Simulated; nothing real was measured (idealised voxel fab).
You're looking at the process module voxel transistor to metal.
Cross-section cut: width 165 nm, square cells of 5 nm.
Cross-sections here: square-cell grids, written as top-down lists of bands, a band being one or more rows of cells.
Heights first: top, then bottom, in nm. Then materials, left to right, each with a width in nm. "throughout" on a single material: fills the band edge to edge. "air": empty space.
Height is counted from the level 0, under which the received wafer is composed throughout of one material. The lowest of the bands is not closed at the bottom but continues downward, in the notation "0 and below".
The two numbers in a width such as "30 to 40" mark its ends across the band: the first belongs to the top row of cells, the second to the bottom row, and from each row to the next the width moves by the same amount.
You'll sometimes find "all unchanged" written for a step, and that's the way of saying that nowhere in the cross-section did a cell change during that step.
In the "Entrapped void list" entry, you get each enclosed empty space of 8 cells or more, one with no open way to the top, written width x height at distance, distance from the left edge, in nm.
If you see something after the settings on a step's line, that's the simulator's own remark about that step.
overlay nm: right-of-plan distance of the mask on a masked step; negative values mean left-of-plan.
THESE ARE THE STEPS WE PLANNED FOR THE PROCESS
1: RECEIVE, material Si
2: OXIDIZE, depth nm 5
3: CONFORMAL_DEP, material SiN, thk nm 10
4: MASKED_ETCH, tone cover, mask id ACTIVE, width nm 105, etch materials SiN, depth nm 10, overlay nm 0
5: MASKED_ETCH, tone cover, mask id ACTIVE, width nm 105, etch materials SiO2, depth nm 5, overlay nm 0
6: MASKED_ETCH, tone cover, mask id ACTIVE, width nm 105, etch materials Si, depth nm 35, overlay nm 0
7: FILL_DEP, material SiO2, thk nm 10
8: CMP, height nm 10
9: SELECTIVE_ETCH, etch materials SiO2, depth nm 5
10: STRIP, etch materials SiN
11: SELECTIVE_ETCH, etch materials SiO2, depth nm 5
12: OXIDIZE, depth nm 5
13: DIRECTIONAL_DEP, material polySi, thk nm 20
14: DIRECTIONAL_DEP, material SiCN, thk nm 10
15: PATTERN, tone cover, mask id GATE, material resist, width nm 25, thk nm 20, overlay nm 0
16: DIRECTIONAL_ETCH, etch materials SiCN, depth nm 20
17: DIRECTIONAL_ETCH, etch materials polySi, depth nm 30
18: STRIP, etch materials resist
19: CONFORMAL_DEP, material SiN, thk nm 10
20: DIRECTIONAL_ETCH, etch materials SiN, depth nm 10
21: DIRECTIONAL_ETCH, etch materials SiO2, depth nm 5
22: DIRECTIONAL_ETCH, etch materials Si, depth nm 5
23: EPI, material nSi, thk nm 10
24: FILL_DEP, material SiO2, thk nm 5
25: CMP, height nm 25
26: DIRECTIONAL_DEP, material SiO2, thk nm 15
27: MASKED_ETCH, tone open, mask id CONTACT, width nm 30, pitch nm 65, etch materials SiO2, depth nm 45, overlay nm 0
28: CONFORMAL_DEP, material TiN, thk nm 5
29: FILL_DEP, material Ru, thk nm 5
30: CMP, height nm 40
31: DIRECTIONAL_DEP, material TiN, thk nm 5
32: DIRECTIONAL_DEP, material W, thk nm 15
33: DIRECTIONAL_DEP, material aC, thk nm 15
34: PATTERN, tone cover, mask id METAL_1, material resist, width nm 20, pitch nm 75, thk nm 30, overlay nm 0
35: DIRECTIONAL_ETCH, etch materials aC, depth nm 15
36: STRIP, etch materials resist
37: DIRECTIONAL_ETCH, etch materials W, depth nm 15
38: DIRECTIONAL_ETCH, etch materials TiN, depth nm 5
39: STRIP, etch materials aC
40: FILL_DEP, material lowk, thk nm 5
41: CMP, height nm 60
42: CONFORMAL_DEP, material SiCN, thk nm 5
43: DIRECTIONAL_DEP, material SiO2, thk nm 30
44: MASKED_ETCH, tone open, mask id METAL_2, width nm 20, pitch nm 75, etch materials SiO2, depth nm 15, overlay nm 0
45: MASKED_ETCH, tone open, mask id METAL_2_HOLES, width nm 15, pitch nm 75, etch materials SiO2, depth nm 15, overlay nm 0
46: MASKED_ETCH, tone open, mask id METAL_2_HOLES, width nm 15, pitch nm 75, etch materials SiCN, depth nm 5, overlay nm 0
47: CONFORMAL_DEP, material TiN, thk nm 5
48: FILL_DEP, material Cu, thk nm 5
49: CMP, height nm 95
50: CONFORMAL_DEP, material SiN, thk nm 5
HERE'S WHAT THE WAFER LOOKED LIKE IN CROSS-SECTION WHEN IT ARRIVED - THAT'S AFTER STEP 1
* 0 and below = Si throughout
* Entrapped void list: none
THE FIRST OF THE TWO WAFERS AS SEEN IN CROSS-SECTION ONCE THE MODULE WAS FINISHED; PROCESSING FOLLOWED THE PLAN
* 100 down to 95 = SiN throughout
* 95 down to 85 = 35 SiO2, then 5 TiN, then 10 Cu, then 5 TiN, then 55 SiO2, then 5 TiN, then 10 Cu, then 5 TiN, then 35 SiO2
* 85 down to 80 = 35 SiO2, then 5 TiN, then 5 Cu, then 10 TiN, then 55 SiO2, then 5 TiN, then 5 Cu, then 10 TiN, then 35 SiO2
* 80 down to 65 = 35 SiO2, then 5 TiN, then 5 Cu, then 5 TiN, then 60 SiO2, then 5 TiN, then 5 Cu, then 5 TiN, then 40 SiO2
* 65 down to 60 = 35 SiCN, then 15 TiN, then 60 SiCN, then 15 TiN, then 40 SiCN
* 60 down to 45 = 35 lowk, then 20 W, then 55 lowk, then 20 W, then 35 lowk
* 45 down to 40 = 35 lowk, then 20 TiN, then 55 lowk, then 20 TiN, then 35 lowk
* 40 down to 30 = 35 SiO2, then 5 TiN, then 20 Ru, then 5 TiN, then 35 SiO2, then 5 TiN, then 20 Ru, then 5 TiN, then 35 SiO2
* 30 down to 25 = 35 SiO2, then 5 TiN, then 15 Ru, then 10 TiN, then 35 SiO2, then 10 TiN, then 15 Ru, then 5 TiN, then 35 SiO2
* 25 down to 15 = 35 SiO2, then 5 TiN, then 15 Ru, then 5 TiN, then 10 SiN, then 25 SiCN, then 10 SiN, then 5 TiN, then 15 Ru, then 5 TiN, then 35 SiO2
* 15 down to 5 = 35 SiO2, then 5 TiN, then 15 Ru, then 5 TiN, then 10 SiN, then 25 polySi, then 10 SiN, then 5 TiN, then 15 Ru, then 5 TiN, then 35 SiO2
* 5 down to 0 = 35 SiO2, then 25 TiN, then 10 SiN, then 25 polySi, then 10 SiN, then 25 TiN, then 35 SiO2
* 0 down to -5 = 25 SiO2, then 10 SiN, then 10 nSi, then 5 TiN, then 10 nSi, then 10 SiN, then 25 polySi, then 10 SiN, then 10 nSi, then 5 TiN, then 10 nSi, then 10 SiN, then 25 SiO2
* -5 down to -10 = 35 SiO2, then 25 nSi, then 45 SiO2, then 25 nSi, then 35 SiO2
* -10 down to -15 = 30 SiO2, then 5 Si, then 25 nSi, then 45 Si, then 25 nSi, then 5 Si, then 30 SiO2
* -15 down to -40 = 30 SiO2, then 105 Si, then 30 SiO2
* -40 and below = Si throughout
* Entrapped void list: none
SECOND WAFER CROSS-SECTION AT END OF MODULE - SHARED START AND PLAN WITH THE FIRST, ONE MISTAKE IN THE RUN
* 100 down to 95 = SiN throughout
* 95 down to 85 = 35 SiO2, then 5 TiN, then 10 Cu, then 5 TiN, then 55 SiO2, then 5 TiN, then 10 Cu, then 5 TiN, then 35 SiO2
* 85 down to 80 = 35 SiO2, then 5 TiN, then 5 Cu, then 10 TiN, then 55 SiO2, then 5 TiN, then 5 Cu, then 10 TiN, then 35 SiO2
* 80 down to 65 = 35 SiO2, then 5 TiN, then 5 Cu, then 5 TiN, then 60 SiO2, then 5 TiN, then 5 Cu, then 5 TiN, then 40 SiO2
* 65 down to 60 = 35 SiCN, then 15 TiN, then 60 SiCN, then 15 TiN, then 40 SiCN
* 60 down to 45 = 35 lowk, then 20 W, then 55 lowk, then 20 W, then 35 lowk
* 45 down to 40 = 35 lowk, then 20 TiN, then 55 lowk, then 20 TiN, then 35 lowk
* 40 down to 30 = 35 SiO2, then 5 TiN, then 20 Ru, then 5 TiN, then 35 SiO2, then 5 TiN, then 20 Ru, then 5 TiN, then 35 SiO2
* 30 down to 25 = 35 SiO2, then 5 TiN, then 15 Ru, then 10 TiN, then 35 SiO2, then 15 TiN, then 10 Ru, then 5 TiN, then 35 SiO2
* 25 down to 15 = 35 SiO2, then 5 TiN, then 15 Ru, then 5 TiN, then 10 SiN, then 30 SiCN, then 10 SiN, then 5 TiN, then 10 Ru, then 5 TiN, then 35 SiO2
* 15 down to 5 = 35 SiO2, then 5 TiN, then 15 Ru, then 5 TiN, then 10 SiN, then 30 polySi, then 10 SiN, then 5 TiN, then 10 Ru, then 5 TiN, then 35 SiO2
* 5 down to 0 = 35 SiO2, then 25 TiN, then 10 SiN, then 30 polySi, then 10 SiN, then 20 TiN, then 35 SiO2
* 0 down to -5 = 25 SiO2, then 10 SiN, then 10 nSi, then 5 TiN, then 10 nSi, then 10 SiN, then 30 polySi, then 10 SiN, then 20 nSi, then 10 SiN, then 25 SiO2
* -5 down to -10 = 35 SiO2, then 25 nSi, then 50 SiO2, then 20 nSi, then 35 SiO2
* -10 down to -15 = 30 SiO2, then 5 Si, then 25 nSi, then 50 Si, then 20 nSi, then 5 Si, then 30 SiO2
* -15 down to -40 = 30 SiO2, then 105 Si, then 30 SiO2
* -40 and below = Si throughout
* Entrapped void list: none
Misprocessing identified: so step 15 ended up running with a different setting than we planned, it ran as PATTERN, tone cover, mask id GATE, material resist, width nm 30, thk nm 20, overlay nm 0
Wrapping up, a cell-based count of both wafers puts the second over or under the first for these materials: Ru -5; Si +1; SiCN +2; SiO2 +1; TiN -1; nSi -2; polySi +4
